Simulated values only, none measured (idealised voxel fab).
process module | voxel released beams
cross-section cut | 190 nm wide | cells 5 nm
A cross-section is a grid of square cells, given in bands from the top down. A band is one or more rows of cells.
Each band's line starts with the height of the band's top and of its bottom, in nm. Then come its materials from left to right, each with its width in nm. One material with "throughout" fills the band from edge to edge. "air" is empty space.
Height 0 is the level under which the wafer as received is all one material. The lowest band goes on downwards, as in "0 down".
A width such as "30 to 40" changes by the same amount from each row of cells to the next, from the band's top row to its bottom row.
"no change" after a step means that no cell of the cross-section changed.
closed voids: empty space of 8 cells or more with no open way to the top, each as width x height at its distance from the left edge, in nm
after a step's settings: what the simulator itself notes on the step
overlay nm, on a step with a mask: how far to the right of its planned place the mask lay; to the left if negative
plan
1 op RECEIVE | material Si
2 op CONFORMAL_DEP | material SiN | thk nm 10
3 op DIRECTIONAL_DEP | material SiO2 | thk nm 10
4 op DIRECTIONAL_DEP | material aC | thk nm 15
5 op PATTERN | tone open | mask id ANCHOR | material resist | width nm 35 | thk nm 35 | overlay nm 0
6 op DIRECTIONAL_ETCH | etch materials aC | depth nm 15
7 op STRIP | etch materials resist
8 op DIRECTIONAL_ETCH | etch materials SiO2 | depth nm 10
9 op STRIP | etch materials aC
10 op CONFORMAL_DEP | material TiN | thk nm 10
11 op DIRECTIONAL_DEP | material aC | thk nm 10
12 op PATTERN | tone cover | mask id BEAM | material resist | width nm 100 | thk nm 30 | overlay nm 0
13 op DIRECTIONAL_ETCH | etch materials aC | depth nm 10
14 op STRIP | etch materials resist
15 op DIRECTIONAL_ETCH | etch materials TiN | depth nm 10
16 op STRIP | etch materials aC
17 op STRIP | etch materials SiO2
as received, after step 1
  0 down: Si throughout
  closed voids: none
first wafer at the end, as planned
  30 to 20: air 40 | TiN 15 | air 15 | TiN 70 | air 50
  20 to 10: air 45 | TiN 35 | air 110
  10 to 0: SiN throughout
  0 down: Si throughout
  closed voids: none
second wafer at the end: like start, like plan, one mistake
  30 to 20: air 40 | TiN 50 | air 100
  20 to 10: air 35 | TiN 10 | SiO2 35 | TiN 60 | air 50
  10 to 0: SiN throughout
  0 down: Si throughout
  closed voids: none
what went wrong: step 5 ran as: op PATTERN | tone cover | mask id ANCHOR | material resist | width nm 35 | thk nm 35 | overlay nm 0
at the end the second wafer has, in cells: 14 more of SiO2
